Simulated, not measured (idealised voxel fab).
Proc. module: voxel fin reveal
Xsec cut, 260 nm wide, square cell size 5 nm.
For the purposes of this document, a cross-section shall be understood as a grid of square cells, specified as bands listed in top-to-bottom order, each band consisting of one or more rows of cells.
Band entry format. Leading values: height of top, height of bottom, nm. Remainder: materials in left-to-right order, each with its width in nm. Special words: "full width" on a single material, which then fills the band edge to edge; "air", empty space.
The level at which height equals 0 is the one under which the wafer, as it arrives, is entirely one material. No lower edge exists for the bottom band, which continues downward and is notated as in "top 0, no bottom".
You'd read "30 to 40" like this: the band's top row of cells is as wide as the first number, its bottom row is as wide as the second, and going down, every row changes width by the same amount as the row before did.
Basically "nothing got changed" means that step didn't change any cell in the cross-section.
Any empty space of 8 cells or more lacking an open way to the top shows up in "Enclosed void listing" as width x height at distance, distance from the left edge, in nm.
Whatever follows a step's settings on its line is a remark the simulator itself makes about that step.
A step's line can hold "overlay nm"; with a mask on that step, the setting says how far right of the planned place the mask lay, while a negative setting says it lay to the left.
[The process steps that were planned are listed below]
| 1 | op RECEIVE | material Si |
| 2 | op CONFORMAL_DEP | material SiN | thk nm 5 |
| 3 | op DIRECTIONAL_DEP | material aC | thk nm 10 |
| 4 | op PATTERN | tone cover | mask id FINS | material resist | width nm 15 | pitch nm 35 | thk nm 25 | overlay nm 0 |
| 5 | op DIRECTIONAL_ETCH | etch materials aC | depth nm 10 |
| 6 | op STRIP | etch materials resist |
| 7 | op DIRECTIONAL_ETCH | etch materials SiN | depth nm 5 |
| 8 | op DIRECTIONAL_ETCH | etch materials Si | depth nm 35 |
| 9 | op STRIP | etch materials aC |
| 10 | op FILL_DEP | material SiO2 | thk nm 5 |
| 11 | op CMP | height nm 5 |
| 12 | op SELECTIVE_ETCH | etch materials SiO2 | depth nm 25 |
| 13 | op STRIP | etch materials SiN |
| 14 | op CONFORMAL_DEP | material HfO2 | thk nm 5 |
[Here's what the wafer looked like in cross-section when it arrived - that's after step 1]
> top 0, no bottom | Si full width
> Enclosed void listing: none
[As-planned run: cross-section of the first of two wafers at end of module]
> top 5, bottom 0 | 65 air, then 25 HfO2, then 10 air, then 25 HfO2, then 10 air, then 25 HfO2, then 10 air, then 25 HfO2, then 65 air
> top 0, bottom -15 | 65 air, then 5 HfO2, then 15 Si, then 5 HfO2, then 10 air, then 5 HfO2, then 15 Si, then 5 HfO2, then 10 air, then 5 HfO2, then 15 Si, then 5 HfO2, then 10 air, then 5 HfO2, then 15 Si, then 5 HfO2, then 65 air
> top -15, bottom -20 | 70 HfO2, then 15 Si, then 20 HfO2, then 15 Si, then 20 HfO2, then 15 Si, then 20 HfO2, then 15 Si, then 70 HfO2
> top -20, bottom -35 | 70 SiO2, then 15 Si, then 20 SiO2, then 15 Si, then 20 SiO2, then 15 Si, then 20 SiO2, then 15 Si, then 70 SiO2
> top -35, no bottom | Si full width
> Enclosed void listing: none
[End-of-module cross-section of the second wafer: identical starting point and process plan to the first, with one processing mistake]
> top 5, bottom 0 | 65 air, then 25 HfO2, then 10 air, then 25 HfO2, then 10 air, then 25 HfO2, then 10 air, then 25 HfO2, then 65 air
> top 0, bottom -15 | 65 air, then 5 HfO2, then 15 Si, then 5 HfO2, then 10 air, then 5 HfO2, then 15 Si, then 5 HfO2, then 10 air, then 5 HfO2, then 15 Si, then 5 HfO2, then 10 air, then 5 HfO2, then 15 Si, then 5 HfO2, then 65 air
> top -15, bottom -20 | 70 HfO2, then 15 Si, then 20 HfO2, then 15 Si, then 20 HfO2, then 15 Si, then 20 HfO2, then 15 Si, then 70 HfO2
> top -20, bottom -30 | 70 SiO2, then 15 Si, then 20 SiO2, then 15 Si, then 20 SiO2, then 15 Si, then 20 SiO2, then 15 Si, then 70 SiO2
> top -30, no bottom | Si full width
> Enclosed void listing: none
Which mistake was made when the wafer was run? step 8 changed vs plan, executed as op DIRECTIONAL_ETCH | etch materials Si | depth nm 30
Upon completion, the second wafer contains, in terms of cells, a greater or smaller amount of certain materials than the first wafer: 40 more of Si | 40 fewer of SiO2
